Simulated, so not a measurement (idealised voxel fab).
process module | voxel capacitor over wiring
cross-section cut | 240 nm wide | cells 5 nm
A cross-section is a grid of square cells, given in bands from the top down. A band is one or more rows of cells.
Each band's line starts with the height of the band's top and of its bottom, in nm. Then come its materials from left to right, each with its width in nm. One material with "throughout" fills the band from edge to edge. "air" is empty space.
Height 0 is the level under which the wafer as received is all one material. The lowest band goes on downwards, as in "0 down".
A width such as "30 to 40" changes by the same amount from each row of cells to the next, from the band's top row to its bottom row.
"no change" after a step means that no cell of the cross-section changed.
closed voids: empty space of 8 cells or more with no open way to the top, each as width x height at its distance from the left edge, in nm
after a step's settings: what the simulator itself notes on the step
overlay nm, on a step with a mask: how far to the right of its planned place the mask lay; to the left if negative
plan
1 op RECEIVE | material Si
2 op CONFORMAL_DEP | material SiO2 | thk nm 10
3 op CONFORMAL_DEP | material SiCN | thk nm 5
4 op DIRECTIONAL_DEP | material SiO2 | thk nm 20
5 op DIRECTIONAL_DEP | material aC | thk nm 15
6 op PATTERN | tone open | mask id METAL_1 | material resist | width nm 30 | pitch nm 90 | thk nm 30 | overlay nm 0
7 op DIRECTIONAL_ETCH | etch materials aC | depth nm 15
8 op STRIP | etch materials resist
9 op DIRECTIONAL_ETCH | etch materials SiO2 | depth nm 20
10 op DIRECTIONAL_ETCH | etch materials SiCN | depth nm 5
11 op STRIP | etch materials aC
12 op CONFORMAL_DEP | material TiN | thk nm 5
13 op FILL_DEP | material Cu | thk nm 10
14 op CMP | height nm 35
15 op CONFORMAL_DEP | material SiCN | thk nm 5
16 op DIRECTIONAL_DEP | material lowk | thk nm 20
17 op DIRECTIONAL_DEP | material aC | thk nm 10
18 op PATTERN | tone open | mask id PLUG_1 | material resist | width nm 15 | thk nm 30 | overlay nm 0
19 op DIRECTIONAL_ETCH | etch materials aC | depth nm 10
20 op STRIP | etch materials resist
21 op DIRECTIONAL_ETCH | etch materials lowk | depth nm 20
22 op DIRECTIONAL_ETCH | etch materials SiCN | depth nm 5
23 op STRIP | etch materials aC
24 op EPI | material Ru | thk nm 10
25 op EPI | material Ru | thk nm 10
26 op EPI | material Ru | thk nm 5
27 op DIRECTIONAL_DEP | material TiN | thk nm 10
28 op DIRECTIONAL_DEP | material HfO2 | thk nm 5
29 op DIRECTIONAL_DEP | material TiN | thk nm 10
30 op PATTERN | tone cover | mask id UPPER_PLATE | material resist | width nm 65 | thk nm 20 | overlay nm 0
31 op DIRECTIONAL_ETCH | etch materials TiN | depth nm 10
32 op DIRECTIONAL_ETCH | etch materials HfO2 | depth nm 5
33 op STRIP | etch materials resist
34 op DIRECTIONAL_DEP | material aC | thk nm 10
35 op PATTERN | tone cover | mask id LOWER_PLATE | material resist | width nm 75 | thk nm 25 | overlay nm 0
36 op DIRECTIONAL_ETCH | etch materials aC | depth nm 10
37 op STRIP | etch materials resist
38 op DIRECTIONAL_ETCH | etch materials TiN | depth nm 10
39 op STRIP | etch materials aC
40 op FILL_DEP | material SiO2 | thk nm 20
41 op CMP | height nm 100
42 op DIRECTIONAL_DEP | material aC | thk nm 10
43 op PATTERN | tone open | mask id PLUG_2 | material resist | width nm 15 | thk nm 25 | overlay nm 0
44 op DIRECTIONAL_ETCH | etch materials aC | depth nm 10
45 op STRIP | etch materials resist
46 op DIRECTIONAL_ETCH | etch materials SiO2 | depth nm 15
47 op STRIP | etch materials aC
48 op CONFORMAL_DEP | material TiN | thk nm 5
49 op FILL_DEP | material Cu | thk nm 5
50 op CMP | height nm 100
51 op CONFORMAL_DEP | material SiCN | thk nm 5
first wafer, as planned
as received, after step 1
  0 down: Si throughout
  closed voids: none
after step 2
  10 to 0: SiO2 throughout
  below 0: unchanged
after step 3
  15 to 10: SiCN throughout
  below 10: unchanged
after step 4
  35 to 15: SiO2 throughout
  below 15: unchanged
after step 5
  50 to 35: aC throughout
  below 35: unchanged
after step 6
  80 to 50: resist 60 | air 30 | resist 60 | air 30 | resist 60
  below 50: unchanged
after step 7
  65 to 50: resist 60 | air 30 | resist 60 | air 30 | resist 60
  50 to 35: aC 60 | air 30 | aC 60 | air 30 | aC 60
  below 35: unchanged
after step 8
  50 to 35: aC 60 | air 30 | aC 60 | air 30 | aC 60
  below 35: unchanged
after step 9
  50 to 35: aC 60 | air 30 | aC 60 | air 30 | aC 60
  35 to 15: SiO2 60 | air 30 | SiO2 60 | air 30 | SiO2 60
  below 15: unchanged
after step 10
  50 to 35: aC 60 | air 30 | aC 60 | air 30 | aC 60
  35 to 15: SiO2 60 | air 30 | SiO2 60 | air 30 | SiO2 60
  15 to 10: SiCN 60 | air 30 | SiCN 60 | air 30 | SiCN 60
  below 10: unchanged
after step 11
  35 to 15: SiO2 60 | air 30 | SiO2 60 | air 30 | SiO2 60
  below 15: unchanged
after step 12
  40 to 35: TiN 65 | air 20 | TiN 70 | air 20 | TiN 65
  35 to 15: SiO2 60 | TiN 5 | air 20 | TiN 5 | SiO2 60 | TiN 5 | air 20 | TiN 5 | SiO2 60
  15 to 10: SiCN 60 | TiN 30 | SiCN 60 | TiN 30 | SiCN 60
  below 10: unchanged
after step 13
  50 to 40: Cu throughout
  40 to 35: TiN 65 | Cu 20 | TiN 70 | Cu 20 | TiN 65
  35 to 15: SiO2 60 | TiN 5 | Cu 20 | TiN 5 | SiO2 60 | TiN 5 | Cu 20 | TiN 5 | SiO2 60
  below 15: unchanged
after step 14
  35 to 15: SiO2 60 | TiN 5 | Cu 20 | TiN 5 | SiO2 60 | TiN 5 | Cu 20 | TiN 5 | SiO2 60
  below 15: unchanged
after step 15
  40 to 35: SiCN throughout
  below 35: unchanged
after step 16
  60 to 40: lowk throughout
  below 40: unchanged
after step 17
  70 to 60: aC throughout
  below 60: unchanged
after step 18
  100 to 70: resist 75 | air 15 | resist 150
  below 70: unchanged
after step 19
  90 to 70: resist 75 | air 15 | resist 150
  70 to 60: aC 75 | air 15 | aC 150
  below 60: unchanged
after step 20
  70 to 60: aC 75 | air 15 | aC 150
  below 60: unchanged
after step 21
  70 to 60: aC 75 | air 15 | aC 150
  60 to 40: lowk 75 | air 15 | lowk 150
  below 40: unchanged
after step 22
  70 to 60: aC 75 | air 15 | aC 150
  60 to 40: lowk 75 | air 15 | lowk 150
  40 to 35: SiCN 75 | air 15 | SiCN 150
  below 35: unchanged
after step 23
  60 to 40: lowk 75 | air 15 | lowk 150
  below 40: unchanged
after step 24
  60 to 45: lowk 75 | air 15 | lowk 150
  45 to 40: lowk 75 | Ru 15 | lowk 150
  40 to 35: SiCN 75 | Ru 15 | SiCN 150
  below 35: unchanged
after step 25
  60 to 55: lowk 75 | air 15 | lowk 150
  55 to 40: lowk 75 | Ru 15 | lowk 150
  below 40: unchanged
after step 26
  60 to 40: lowk 75 | Ru 15 | lowk 150
  below 40: unchanged
after step 27
  70 to 60: TiN throughout
  below 60: unchanged
after step 28
  75 to 70: HfO2 throughout
  below 70: unchanged
after step 29
  85 to 75: TiN throughout
  below 75: unchanged
after step 30
  105 to 85: air 75 | resist 65 | air 100
  below 85: unchanged
after step 31
  105 to 85: air 75 | resist 65 | air 100
  85 to 75: air 75 | TiN 65 | air 100
  below 75: unchanged
after step 32
  105 to 85: air 75 | resist 65 | air 100
  85 to 75: air 75 | TiN 65 | air 100
  75 to 70: air 75 | HfO2 65 | air 100
  below 70: unchanged
after step 33
  85 to 75: air 75 | TiN 65 | air 100
  below 75: unchanged
after step 34
  95 to 85: air 75 | aC 65 | air 100
  85 to 80: air 75 | TiN 65 | air 100
  80 to 75: aC 75 | TiN 65 | aC 100
  75 to 70: aC 75 | HfO2 65 | aC 100
  below 70: unchanged
after step 35
  120 to 95: air 70 | resist 75 | air 95
  95 to 85: air 70 | resist 5 | aC 65 | resist 5 | air 95
  85 to 80: air 70 | resist 5 | TiN 65 | resist 5 | air 95
  below 80: unchanged
after step 36
  110 to 95: air 70 | resist 75 | air 95
  95 to 85: air 70 | resist 5 | aC 65 | resist 5 | air 95
  85 to 80: air 70 | resist 5 | TiN 65 | resist 5 | air 95
  80 to 75: air 70 | aC 5 | TiN 65 | aC 5 | air 95
  75 to 70: air 70 | aC 5 | HfO2 65 | aC 5 | air 95
  below 70: unchanged
after step 37
  95 to 85: air 75 | aC 65 | air 100
  85 to 80: air 75 | TiN 65 | air 100
  below 80: unchanged
after step 38
  95 to 85: air 75 | aC 65 | air 100
  85 to 80: air 75 | TiN 65 | air 100
  80 to 75: air 70 | aC 5 | TiN 65 | aC 5 | air 95
  75 to 70: air 70 | aC 5 | HfO2 65 | aC 5 | air 95
  70 to 60: air 70 | TiN 75 | air 95
  below 60: unchanged
after step 39
  85 to 75: air 75 | TiN 65 | air 100
  75 to 70: air 75 | HfO2 65 | air 100
  below 70: unchanged
after step 40
  105 to 85: SiO2 throughout
  85 to 75: SiO2 75 | TiN 65 | SiO2 100
  75 to 70: SiO2 75 | HfO2 65 | SiO2 100
  70 to 60: SiO2 70 | TiN 75 | SiO2 95
  below 60: unchanged
after step 41
  100 to 85: SiO2 throughout
  below 85: unchanged
after step 42
  110 to 100: aC throughout
  below 100: unchanged
after step 43
  135 to 110: resist 85 | air 15 | resist 140
  below 110: unchanged
after step 44
  125 to 110: resist 85 | air 15 | resist 140
  110 to 100: aC 85 | air 15 | aC 140
  below 100: unchanged
after step 45
  110 to 100: aC 85 | air 15 | aC 140
  below 100: unchanged
after step 46
  110 to 100: aC 85 | air 15 | aC 140
  100 to 85: SiO2 85 | air 15 | SiO2 140
  below 85: unchanged
after step 47
  100 to 85: SiO2 85 | air 15 | SiO2 140
  below 85: unchanged
after step 48
  105 to 100: TiN 90 | air 5 | TiN 145
  100 to 90: SiO2 85 | TiN 5 | air 5 | TiN 5 | SiO2 140
  90 to 85: SiO2 85 | TiN 15 | SiO2 140
  below 85: unchanged
after step 49
  110 to 105: Cu throughout
  105 to 100: TiN 90 | Cu 5 | TiN 145
  100 to 90: SiO2 85 | TiN 5 | Cu 5 | TiN 5 | SiO2 140
  below 90: unchanged
after step 50
  100 to 90: SiO2 85 | TiN 5 | Cu 5 | TiN 5 | SiO2 140
  below 90: unchanged
after step 51
  105 to 100: SiCN throughout
  below 100: unchanged
second wafer: like start, like plan, one mistake. Through step 27 it matches the first wafer
when step 28 should have ended: no change
when step 29 should have ended
  80 to 60: TiN throughout
  below 60: unchanged
when step 30 should have ended
  100 to 80: air 75 | resist 65 | air 100
  below 80: unchanged
when step 31 should have ended
  100 to 80: air 75 | resist 65 | air 100
  80 to 70: air 75 | TiN 65 | air 100
  below 70: unchanged
when step 32 should have ended: no change
when step 33 should have ended
  80 to 70: air 75 | TiN 65 | air 100
  below 70: unchanged
when step 34 should have ended
  90 to 80: air 75 | aC 65 | air 100
  80 to 70: aC 75 | TiN 65 | aC 100
  below 70: unchanged
when step 35 should have ended
  115 to 90: air 70 | resist 75 | air 95
  90 to 80: air 70 | resist 5 | aC 65 | resist 5 | air 95
  below 80: unchanged
when step 36 should have ended
  105 to 90: air 70 | resist 75 | air 95
  90 to 80: air 70 | resist 5 | aC 65 | resist 5 | air 95
  80 to 70: air 70 | aC 5 | TiN 65 | aC 5 | air 95
  below 70: unchanged
when step 37 should have ended
  90 to 80: air 75 | aC 65 | air 100
  below 80: unchanged
when step 38 should have ended
  90 to 80: air 75 | aC 65 | air 100
  80 to 70: air 70 | aC 5 | TiN 65 | aC 5 | air 95
  70 to 60: air 70 | TiN 75 | air 95
  below 60: unchanged
when step 39 should have ended
  80 to 70: air 75 | TiN 65 | air 100
  below 70: unchanged
when step 40 should have ended
  100 to 80: SiO2 throughout
  80 to 70: SiO2 75 | TiN 65 | SiO2 100
  70 to 60: SiO2 70 | TiN 75 | SiO2 95
  below 60: unchanged
when step 41 should have ended: no change
when step 42 should have ended
  110 to 100: aC throughout
  below 100: unchanged
when step 43 should have ended
  135 to 110: resist 85 | air 15 | resist 140
  below 110: unchanged
when step 44 should have ended
  125 to 110: resist 85 | air 15 | resist 140
  110 to 100: aC 85 | air 15 | aC 140
  below 100: unchanged
when step 45 should have ended
  110 to 100: aC 85 | air 15 | aC 140
  below 100: unchanged
when step 46 should have ended
  110 to 100: aC 85 | air 15 | aC 140
  100 to 85: SiO2 85 | air 15 | SiO2 140
  below 85: unchanged
when step 47 should have ended
  100 to 85: SiO2 85 | air 15 | SiO2 140
  below 85: unchanged
when step 48 should have ended
  105 to 100: TiN 90 | air 5 | TiN 145
  100 to 90: SiO2 85 | TiN 5 | air 5 | TiN 5 | SiO2 140
  90 to 85: SiO2 85 | TiN 15 | SiO2 140
  below 85: unchanged
when step 49 should have ended
  110 to 105: Cu throughout
  105 to 100: TiN 90 | Cu 5 | TiN 145
  100 to 90: SiO2 85 | TiN 5 | Cu 5 | TiN 5 | SiO2 140
  below 90: unchanged
when step 50 should have ended
  100 to 90: SiO2 85 | TiN 5 | Cu 5 | TiN 5 | SiO2 140
  below 90: unchanged
when step 51 should have ended
  105 to 100: SiCN throughout
  below 100: unchanged
what went wrong: step 28 was left out
at the end the second wafer has, in cells: 13 fewer of HfO2 | 13 more of SiO2
